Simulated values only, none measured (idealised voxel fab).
Documented hereafter: the process module known as voxel transistor to metal.
FYI the section here is cut, 165 nm wide, cells are 5 nm squares.
Cross-section format: a grid of square cells, given as bands from top to bottom; each band is one or more rows of cells. Heights first: top, then bottom, in nm. Then materials, left to right, each with a width in nm. "all across" on a single material: fills the band edge to edge. "air": empty space. Zero point of the height axis is 0; under it, received wafer = one material. Lowest band: continues down indefinitely, "0 -> down". A width given as "30..40" starts at the first number in the band's top row and ends at the second number in its bottom row, shifting by an equal amount at every step from row to row. "everything unchanged", as given for a step, is the statement that not any cell of the cross-section underwent a change during that step. Entry "Sealed-off cavities" = empty spaces >= 8 cells with no open way to the top; each as width x height at distance, distance from left edge, all nm. On each step's line, the part that comes after the settings is the simulator's own comment on the step. overlay nm, on a step with a mask: how far to the right of its planned place the mask lay; to the left if negative.
The process steps that were planned are listed below
1) RECEIVE (material Si)
2) CONFORMAL_DEP (material SiO2; thk nm 5)
3) CONFORMAL_DEP (material SiN; thk nm 10)
4) DIRECTIONAL_DEP (material aC; thk nm 15)
5) PATTERN (tone cover; mask id ACTIVE; material resist; width nm 95; thk nm 30; overlay nm 0)
6) DIRECTIONAL_ETCH (etch materials aC; depth nm 15)
7) STRIP (etch materials resist)
8) DIRECTIONAL_ETCH (etch materials SiN; depth nm 10)
9) DIRECTIONAL_ETCH (etch materials SiO2; depth nm 5)
10) DIRECTIONAL_ETCH (etch materials Si; depth nm 20)
11) STRIP (etch materials aC)
12) OXIDIZE (depth nm 5)
13) FILL_DEP (material SiO2; thk nm 15)
14) CMP (height nm 15)
15) SELECTIVE_ETCH (etch materials SiO2; depth nm 5)
16) STRIP (etch materials SiN)
17) SELECTIVE_ETCH (etch materials SiO2; depth nm 5)
18) OXIDIZE (depth nm 5)
19) DIRECTIONAL_DEP (material polySi; thk nm 20)
20) DIRECTIONAL_DEP (material SiCN; thk nm 15)
21) PATTERN (tone cover; mask id GATE; material resist; width nm 15; thk nm 20; overlay nm 0)
22) DIRECTIONAL_ETCH (etch materials SiCN; depth nm 25)
23) DIRECTIONAL_ETCH (etch materials polySi; depth nm 30)
24) STRIP (etch materials resist)
25) CONFORMAL_DEP (material SiN; thk nm 5)
26) DIRECTIONAL_ETCH (etch materials SiN; depth nm 5)
27) DIRECTIONAL_ETCH (etch materials SiO2; depth nm 5)
28) EPI (material SiGe; thk nm 5)
29) FILL_DEP (material SiO2; thk nm 10)
30) CMP (height nm 35)
31) DIRECTIONAL_DEP (material SiO2; thk nm 10)
32) PATTERN (tone open; mask id CONTACT; material resist; width nm 15; pitch nm 65; thk nm 15; overlay nm 0)
33) DIRECTIONAL_ETCH (etch materials SiO2; depth nm 45)
34) STRIP (etch materials resist)
35) CONFORMAL_DEP (material TiN; thk nm 5)
36) FILL_DEP (material Ru; thk nm 5)
37) CMP (height nm 45)
38) DIRECTIONAL_DEP (material TiN; thk nm 5)
39) DIRECTIONAL_DEP (material Ru; thk nm 20)
40) MASKED_ETCH (tone cover; mask id METAL_1; width nm 20; pitch nm 65; etch materials Ru; depth nm 20; overlay nm 0)
41) MASKED_ETCH (tone cover; mask id METAL_1; width nm 20; pitch nm 65; etch materials TiN; depth nm 5; overlay nm 0)
42) FILL_DEP (material SiO2; thk nm 10)
43) CMP (height nm 70)
44) CONFORMAL_DEP (material SiN; thk nm 5)
All wafers enter the flow in the same state. The width nm at step 32 differs from wafer to wafer, and the plan gives the value for the first wafer.
Cross-section of the first incoming wafer of several, state after step 1
* 0 -> down | Si all across
* Sealed-off cavities: none
The figure below presents a cross-section of the first of several wafers at the conclusion of the module, following its last step, step 44
* 75 -> 70 | SiN all across
* 70 -> 50 | 40 of SiO2, then 20 of Ru, then 45 of SiO2, then 20 of Ru, then 40 of SiO2
* 50 -> 45 | 40 of SiO2, then 20 of TiN, then 45 of SiO2, then 20 of TiN, then 40 of SiO2
* 45 -> 35 | 45 of SiO2, then 5 of TiN, then 5 of Ru, then 5 of TiN, then 50 of SiO2, then 5 of TiN, then 5 of Ru, then 5 of TiN, then 40 of SiO2
* 35 -> 20 | 45 of SiO2, then 5 of TiN, then 5 of Ru, then 5 of TiN, then 10 of SiO2, then 5 of SiN, then 15 of SiCN, then 5 of SiN, then 15 of SiO2, then 5 of TiN, then 5 of Ru, then 5 of TiN, then 40 of SiO2
* 20 -> 5 | 45 of SiO2, then 5 of TiN, then 5 of Ru, then 5 of TiN, then 10 of SiO2, then 5 of SiN, then 15 of polySi, then 5 of SiN, then 15 of SiO2, then 5 of TiN, then 5 of Ru, then 5 of TiN, then 40 of SiO2
* 5 -> 0 | 30 of SiO2, then 5 of SiN, then 10 of SiO2, then 15 of TiN, then 10 of SiO2, then 5 of SiN, then 15 of polySi, then 5 of SiN, then 15 of SiO2, then 15 of TiN, then 5 of SiO2, then 5 of SiN, then 30 of SiO2
* 0 -> -5 | 35 of SiO2, then 35 of SiGe, then 25 of SiO2, then 35 of SiGe, then 35 of SiO2
* -5 -> -25 | 40 of SiO2, then 85 of Si, then 40 of SiO2
* -25 -> down | Si all across
* Sealed-off cavities: none
Cross-sectional depiction of the last of several wafers upon completion of the module
* 75 -> 70 | SiN all across
* 70 -> 50 | 40 of SiO2, then 20 of Ru, then 45 of SiO2, then 20 of Ru, then 40 of SiO2
* 50 -> 45 | 40 of SiO2, then 20 of TiN, then 45 of SiO2, then 20 of TiN, then 40 of SiO2
* 45 -> 35 | 35 of SiO2, then 5 of TiN, then 25 of Ru, then 5 of TiN, then 30 of SiO2, then 5 of TiN, then 25 of Ru, then 5 of TiN, then 30 of SiO2
* 35 -> 20 | 35 of SiO2, then 5 of TiN, then 25 of Ru, then 5 of TiN, then 5 of SiN, then 15 of SiCN, then 5 of SiN, then 5 of SiO2, then 5 of TiN, then 25 of Ru, then 5 of TiN, then 30 of SiO2
* 20 -> 10 | 35 of SiO2, then 5 of TiN, then 25 of Ru, then 5 of TiN, then 5 of SiN, then 15 of polySi, then 5 of SiN, then 5 of SiO2, then 5 of TiN, then 25 of Ru, then 5 of TiN, then 30 of SiO2
* 10 -> 5 | 35 of SiO2, then 5 of TiN, then 25 of Ru, then 5 of TiN, then 5 of SiN, then 15 of polySi, then 5 of SiN, then 5 of SiO2, then 5 of TiN, then 20 of Ru, then 10 of TiN, then 30 of SiO2
* 5 -> 0 | 30 of SiO2, then 5 of SiN, then 35 of TiN, then 5 of SiN, then 15 of polySi, then 5 of SiN, then 5 of SiO2, then 30 of TiN, then 5 of SiN, then 30 of SiO2
* 0 -> -5 | 35 of SiO2, then 35 of SiGe, then 25 of SiO2, then 35 of SiGe, then 35 of SiO2
* -5 -> -25 | 40 of SiO2, then 85 of Si, then 40 of SiO2
* -25 -> down | Si all across
* Sealed-off cavities: none
The following table contains a row per wafer, in which are reported, at the conclusion of the module, the cells of each material gained (+) or lost (-) since the wafer's receipt, with its closed voids given thereafter
width nm 15, +48 Ru, -97 Si, +9 SiCN, +14 SiGe, +49 SiN, +414 SiO2, +46 TiN, +12 polySi, Sealed-off cavities: none
width nm 20, +64 Ru, -97 Si, +9 SiCN, +14 SiGe, +49 SiN, +396 SiO2, +48 TiN, +12 polySi, Sealed-off cavities: none
width nm 25, +80 Ru, -97 Si, +9 SiCN, +14 SiGe, +49 SiN, +378 SiO2, +50 TiN, +12 polySi, Sealed-off cavities: none
width nm 30, +96 Ru, -97 Si, +9 SiCN, +14 SiGe, +49 SiN, +360 SiO2, +52 TiN, +12 polySi, Sealed-off cavities: none
width nm 35, +111 Ru, -97 Si, +9 SiCN, +14 SiGe, +49 SiN, +343 SiO2, +54 TiN, +12 polySi, Sealed-off cavities: none
